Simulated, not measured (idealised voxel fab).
The process module presented herein is designated voxel self aligned vias.
It is cross-section cut that appears here, measuring 225 nm in width, its square cells being 5 nm in size.
A cross-section is written here as square cells arranged in a grid, and it is given in bands from the top down, each band taking up one or more rows of cells. Top, bottom (nm), then materials left to right with widths (nm); lone material tagged "everywhere" fills the whole band edge to edge; "blank" = empty space. For the purposes of this specification, 0 denotes the height below which the wafer in its as-received condition is composed wholly of one material, and the lowermost band, lacking a lower limit, extends downward without end, as expressed in "0 and below". The notation "30 to 40" denotes a width that varies across the rows of cells in the band, beginning at the first number in the top row, finishing at the second number in the bottom row, and changing by an identical amount from each row to the next. You'll sometimes find "same as before" written for a step, and that's the way of saying that nowhere in the cross-section did a cell change during that step. The list in "Tabulated closed voids" covers empty spaces of 8 cells or more that cannot reach the top through any open way, and it gives each as width x height at distance; the distance is from the left edge, and width, height and distance are in nm. Heads up: the bit after the settings on a step's line is the simulator's remark on that step. overlay nm: how far to the right of its planned place the mask lay on this masked step (negative: to the left).

[This section lists the process steps that were planned]
1 RECEIVE (material Si)
2 CONFORMAL_DEP (material SiO2; thk nm 15)
3 CONFORMAL_DEP (material SiCN; thk nm 5)
4 DIRECTIONAL_DEP (material SiO2; thk nm 20)
5 PATTERN (tone open; mask id LINES; material resist; width nm 20; pitch nm 50; thk nm 20; overlay nm 0)
6 DIRECTIONAL_ETCH (etch materials SiO2; depth nm 20)
7 STRIP (etch materials resist)
8 CONFORMAL_DEP (material TiN; thk nm 5)
9 FILL_DEP (material Ru; thk nm 5)
10 CMP (height nm 40)
11 SELECTIVE_ETCH (etch materials W Ru TiN; depth nm 5)
12 FILL_DEP (material SiN; thk nm 5)
13 CMP (height nm 40)
14 DIRECTIONAL_DEP (material SiO2; thk nm 15)
15 DIRECTIONAL_DEP (material aC; thk nm 10)
16 PATTERN (tone open; mask id VIAS; material resist; width nm 30; pitch nm 50; thk nm 25; overlay nm 0)
17 DIRECTIONAL_ETCH (etch materials aC; depth nm 10)
18 STRIP (etch materials resist)
19 DIRECTIONAL_ETCH (etch materials SiO2; depth nm 15)
20 DIRECTIONAL_ETCH (etch materials SiN; depth nm 5)
21 STRIP (etch materials aC)
22 CONFORMAL_DEP (material TiN; thk nm 5)
23 FILL_DEP (material Ru; thk nm 5)
24 CMP (height nm 55)
25 CONFORMAL_DEP (material SiN; thk nm 5)

[Cross-section: wafer on arrival = after step 1]
> 0 and below = Si everywhere
> Tabulated closed voids: none

[first wafer at the end, as planned]
> 60 down to 55 = SiN everywhere
> 55 down to 45 = 45 of SiO2, 5 of TiN, 20 of Ru, 5 of TiN, 20 of SiO2, 5 of TiN, 20 of Ru, 5 of TiN, 20 of SiO2, 5 of TiN, 20 of Ru, 5 of TiN, 50 of SiO2
> 45 down to 40 = 45 of SiO2, 10 of TiN, 10 of Ru, 10 of TiN, 20 of SiO2, 10 of TiN, 10 of Ru, 10 of TiN, 20 of SiO2, 10 of TiN, 10 of Ru, 10 of TiN, 50 of SiO2
> 40 down to 35 = 50 of SiO2, 20 of TiN, 30 of SiO2, 20 of TiN, 30 of SiO2, 20 of TiN, 55 of SiO2
> 35 down to 25 = 50 of SiO2, 5 of TiN, 10 of Ru, 5 of TiN, 30 of SiO2, 5 of TiN, 10 of Ru, 5 of TiN, 30 of SiO2, 5 of TiN, 10 of Ru, 5 of TiN, 55 of SiO2
> 25 down to 20 = 50 of SiO2, 20 of TiN, 30 of SiO2, 20 of TiN, 30 of SiO2, 20 of TiN, 55 of SiO2
> 20 down to 15 = SiCN everywhere
> 15 down to 0 = SiO2 everywhere
> 0 and below = Si everywhere
> Tabulated closed voids: none

[Module end: cross-section of wafer two of two. Same start and process plan as the first wafer. One mistake during execution]
> 60 down to 55 = SiN everywhere
> 55 down to 40 = 45 of SiO2, 5 of TiN, 20 of Ru, 5 of TiN, 20 of SiO2, 5 of TiN, 20 of Ru, 5 of TiN, 20 of SiO2, 5 of TiN, 20 of Ru, 5 of TiN, 50 of SiO2
> 40 down to 35 = 45 of SiN, 30 of TiN, 20 of SiN, 30 of TiN, 20 of SiN, 30 of TiN, 50 of SiN
> 35 down to 20 = 50 of SiO2, 5 of TiN, 10 of Ru, 5 of TiN, 30 of SiO2, 5 of TiN, 10 of Ru, 5 of TiN, 30 of SiO2, 5 of TiN, 10 of Ru, 5 of TiN, 55 of SiO2
> 20 down to 15 = 50 of SiO2, 20 of TiN, 30 of SiO2, 20 of TiN, 30 of SiO2, 20 of TiN, 55 of SiO2
> 15 down to 0 = SiO2 everywhere
> 0 and below = Si everywhere
> Tabulated closed voids: none
Want to know what went wrong? step 3 of the plan was bypassed and not carried out
Upon completion, the second wafer contains, in terms of cells, a greater or smaller amount of certain materials than the first wafer: Ru: 12 more | SiCN: 45 fewer | SiN: 27 more | TiN: 6 more
